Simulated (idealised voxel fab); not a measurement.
You're looking at the process module voxel self aligned contacts.
Displayed cross-section: cut, width of 230 nm, square cells sized 5 nm.
When this document writes out a cross-section, it uses a grid of square cells and lists it as bands, beginning at the top and moving down, with a band standing for one or more rows of cells. Basically the band line says how high the top is and how high the bottom is, in nm, and then what's in it from left to right, every material with its width in nm. Empty space shows up as "blank", and if a single material carries "edge to edge" it runs the full band edge to edge. Height 0 is the level under which the wafer as received is all one material. The lowest band goes on downwards, as in "0..down". The notation "30..40" denotes a width that varies across the rows of cells in the band, beginning at the first number in the top row, finishing at the second number in the bottom row, and changing by an identical amount from each row to the next. "same as before" for a step: no cell of the cross-section changed in that step. Basically, "Closed void listing" tells you about the enclosed voids: empty spaces with no open way to the top, 8 cells or bigger, each written width x height at distance, where distance is from the left edge, all in nm. That trailing text on a step's line, after the settings, is the simulator's own remark on the step. overlay nm: right-of-plan distance of the mask on a masked step; negative values mean left-of-plan.
HERE'S WHAT THE PLANNED PROCESS STEPS LOOK LIKE
1 op RECEIVE | material Si
2 op CONFORMAL_DEP | material SiO2 | thk nm 5
3 op DIRECTIONAL_DEP | material polySi | thk nm 20
4 op DIRECTIONAL_DEP | material SiN | thk nm 15
5 op DIRECTIONAL_DEP | material aC | thk nm 15
6 op PATTERN | tone cover | mask id GATE | material resist | width nm 30 | pitch nm 55 | thk nm 30 | overlay nm 0
7 op DIRECTIONAL_ETCH | etch materials aC | depth nm 15
8 op STRIP | etch materials resist
9 op DIRECTIONAL_ETCH | etch materials SiN | depth nm 15
10 op DIRECTIONAL_ETCH | etch materials polySi | depth nm 20
11 op STRIP | etch materials aC
12 op CONFORMAL_DEP | material SiN | thk nm 5
13 op DIRECTIONAL_ETCH | etch materials SiN | depth nm 5
14 op FILL_DEP | material SiO2 | thk nm 15
15 op CMP | height nm 50
16 op DIRECTIONAL_DEP | material aC | thk nm 15
17 op PATTERN | tone open | mask id CONTACT | material resist | width nm 35 | pitch nm 55 | thk nm 35 | overlay nm 0
18 op DIRECTIONAL_ETCH | etch materials aC | depth nm 15
19 op STRIP | etch materials resist
20 op DIRECTIONAL_ETCH | etch materials SiO2 | depth nm 50
21 op STRIP | etch materials aC
22 op CONFORMAL_DEP | material TiN | thk nm 5
23 op FILL_DEP | material Ru | thk nm 5
24 op CMP | height nm 50
25 op CONFORMAL_DEP | material SiCN | thk nm 5
AS-RECEIVED STATE OF THE WAFER IN CROSS-SECTION, EQUIVALENT TO POST-STEP 1
> 0..down: Si edge to edge
> Closed void listing: none
THIS IS HOW THE WAFER LOOKS IN CROSS-SECTION ONCE THE MODULE IS DONE, GIVEN THE STARTING STATE AND PLAN ABOVE AND ONE MISTAKE IN CARRYING THE PLAN OUT
> 55..50: SiCN edge to edge
> 50..40: 70 nm SiO2 / 5..15 nm TiN / 25..5 nm Ru / 5..15 nm TiN / 20 nm SiO2 / 5..15 nm TiN / 25..5 nm Ru / 5..15 nm TiN / 70 nm SiO2
> 40..25: 40 nm SiO2 / 40 nm SiN / 5 nm TiN / 5 nm Ru / 5 nm TiN / 40 nm SiN / 5 nm TiN / 5 nm Ru / 5 nm TiN / 40 nm SiN / 40 nm SiO2
> 25..20: 80 nm SiO2 / 15 nm TiN / 40 nm SiO2 / 15 nm TiN / 80 nm SiO2
> 20..0: polySi edge to edge
> 0..down: Si edge to edge
> Closed void listing: none
Run error: step 3 occupied the plan position of step 2, and the converse holds as well
